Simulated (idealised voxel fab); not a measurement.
process module | voxel self aligned vias
This is section cut - it's 225 nm across, gridded in 5 nm square cells.
Bands, listed from the top down, are how a cross-section gets written in this document; the cross-section itself is a grid of square cells, and a band is one or more rows of them. Top height, bottom height, nm. Materials left to right, width each, nm. Single material + "throughout" = fills band edge to edge. "empty" = empty. Heights are measured from 0, the level below which the as-received wafer is all one material; the lowest band has no bottom and continues downward, written as in "z 0 and below". Width spec "30->40" -> top row of cells at first value, bottom row at second value, equal per-row change in between. When a step is marked "no alterations made", none of the cells in the cross-section changed during that step. Closed empty spaces (no open way to the top) of 8 cells or more are what "Enclosed void list" lists, each as width x height at distance from the left edge, nm for all three. Heads up: the bit after the settings on a step's line is the simulator's remark on that step. "overlay nm" denotes, for a step that has a mask, the displacement of the mask to the right of its planned place, with negative values corresponding to the left.

## List of planned process steps
1: RECEIVE | material Si
2: CONFORMAL_DEP | material SiO2 | thk nm 15
3: CONFORMAL_DEP | material SiCN | thk nm 5
4: DIRECTIONAL_DEP | material SiO2 | thk nm 25
5: MASKED_ETCH | tone open | mask id LINES | width nm 25 | pitch nm 55 | etch materials SiO2 | depth nm 25 | overlay nm 0
6: CONFORMAL_DEP | material TiN | thk nm 5
7: FILL_DEP | material W | thk nm 10
8: CMP | height nm 45
9: SELECTIVE_ETCH | etch materials W Ru TiN | depth nm 5
10: FILL_DEP | material SiN | thk nm 5
11: CMP | height nm 45
12: DIRECTIONAL_DEP | material SiO2 | thk nm 15
13: MASKED_ETCH | tone open | mask id VIAS | width nm 35 | pitch nm 55 | etch materials SiO2 | depth nm 15 | overlay nm 0
14: MASKED_ETCH | tone open | mask id VIAS | width nm 35 | pitch nm 55 | etch materials SiN | depth nm 5 | overlay nm 0
15: CONFORMAL_DEP | material TiN | thk nm 5
16: FILL_DEP | material W | thk nm 10
17: CMP | height nm 60
18: CONFORMAL_DEP | material SiN | thk nm 5

## Wafer at receipt (post step 1), cross-section
- z 0 and below  Si throughout
- Enclosed void list: none

## Cross-section, end of module. Start: as above. Plan: as above. Execution: one mistake
- z 65 to 60  SiN throughout
- z 60 to 50  SiO2 (65) / TiN (5) / W (25) / TiN (5) / SiO2 (20) / TiN (5) / W (25) / TiN (5) / SiO2 (70)
- z 50 to 45  SiO2 (65) / TiN (35) / SiO2 (20) / TiN (35) / SiO2 (70)
- z 45 to 40  SiO2 (70) / W (25) / SiO2 (30) / W (25) / SiO2 (75)
- z 40 to 25  SiO2 (70) / TiN (5) / W (15) / TiN (5) / SiO2 (30) / TiN (5) / W (15) / TiN (5) / SiO2 (75)
- z 25 to 20  SiO2 (70) / TiN (25) / SiO2 (30) / TiN (25) / SiO2 (75)
- z 20 to 15  SiCN throughout
- z 15 to 0  SiO2 throughout
- z 0 and below  Si throughout
- Enclosed void list: none
Which mistake was made when the wafer was run? heads up, step 10 didn't go per plan, it actually ran as FILL_DEP | material W | thk nm 5
